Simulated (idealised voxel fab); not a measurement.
Herein follows the process module entitled voxel ribs on slabs.
Cross-section cut: width 280 nm, square cells of 5 nm.
Heads up, the way a cross-section reads in here is a grid of square cells, handed over as bands from the top down, with every band being one or more rows of cells. Read a band's entry like this: the first values are the height of its top and the height of its bottom in nm, and what follows is the sequence of materials from left to right, each with its width in nm. Note that "empty" is empty space, and that a single material marked "everywhere" reaches across the band from edge to edge. Basically, 0 is our baseline, since under it the wafer straight out of the box is all one material. The bottom band has no lower end and keeps on going down, so it looks like "z 0 and below". You'd read "30 to 40" like this: the band's top row of cells is as wide as the first number, its bottom row is as wide as the second, and going down, every row changes width by the same amount as the row before did. It should be understood that the words "remained the same", when stated for a given step, signify that the cross-section underwent no change in any of its cells during that step. Listed in "Enclosed void entries": every empty space of 8 or more cells without an open way to the top. Form: width x height at distance, the distance being from the left edge, all in nm. That trailing text on a step's line, after the settings, is the simulator's own remark on the step. For masked steps, "overlay nm" on the step line gives how far right of plan the mask actually lay; a minus sign means it lay to the left.

The following list gives the planned process steps:
| 1 | RECEIVE with material Si |
| 2 | DIRECTIONAL_DEP with material SiO2, thk nm 25 |
| 3 | DIRECTIONAL_DEP with material SiN, thk nm 25 |
| 4 | DIRECTIONAL_DEP with material aC, thk nm 15 |
| 5 | PATTERN with tone cover, mask id RIB, material resist, width nm 30, thk nm 35, overlay nm 0 |
| 6 | DIRECTIONAL_ETCH with etch materials aC, depth nm 15 |
| 7 | STRIP with etch materials resist |
| 8 | DIRECTIONAL_ETCH with etch materials SiN, depth nm 10 |
| 9 | STRIP with etch materials aC |
| 10 | DIRECTIONAL_DEP with material aC, thk nm 10 |
| 11 | PATTERN with tone cover, mask id SLAB, material resist, width nm 90, thk nm 25, overlay nm 0 |
| 12 | DIRECTIONAL_ETCH with etch materials aC, depth nm 10 |
| 13 | STRIP with etch materials resist |
| 14 | DIRECTIONAL_ETCH with etch materials SiN, depth nm 15 |
| 15 | STRIP with etch materials aC |
| 16 | FILL_DEP with material SiO2, thk nm 25 |
| 17 | CMP with height nm 65 |
| 18 | DIRECTIONAL_DEP with material TiN, thk nm 5 |
| 19 | DIRECTIONAL_DEP with material aC, thk nm 15 |
| 20 | PATTERN with tone cover, mask id HEATER, material resist, width nm 40, thk nm 35, overlay nm 0 |
| 21 | DIRECTIONAL_ETCH with etch materials aC, depth nm 5 |
| 22 | STRIP with etch materials resist |
| 23 | DIRECTIONAL_ETCH with etch materials TiN, depth nm 5 |
| 24 | STRIP with etch materials aC |
| 25 | CONFORMAL_DEP with material SiO2, thk nm 10 |
Keep in mind the plan's value for the depth nm of step 21 comes from the first wafer; the wafers don't share that setting, but they do share the same starting point.

Cross-section of the first of several wafers as received (after step 1):
> z 0 and below: Si everywhere
> Enclosed void entries: none

The following table contains a row per wafer, in which are reported, at the conclusion of the module, the cells of each material gained (+) or lost (-) since the wafer's receipt, with its closed voids given thereafter:
depth nm 5, +66 SiN, +774 SiO2, +56 TiN, Enclosed void entries: none
depth nm 10, +66 SiN, +774 SiO2, +56 TiN, Enclosed void entries: none
depth nm 15, +66 SiN, +778 SiO2, +8 TiN, Enclosed void entries: none
depth nm 20, +66 SiN, +778 SiO2, +8 TiN, Enclosed void entries: none
depth nm 25, +66 SiN, +778 SiO2, +8 TiN, Enclosed void entries: none
depth nm 30, +66 SiN, +778 SiO2, +8 TiN, Enclosed void entries: none
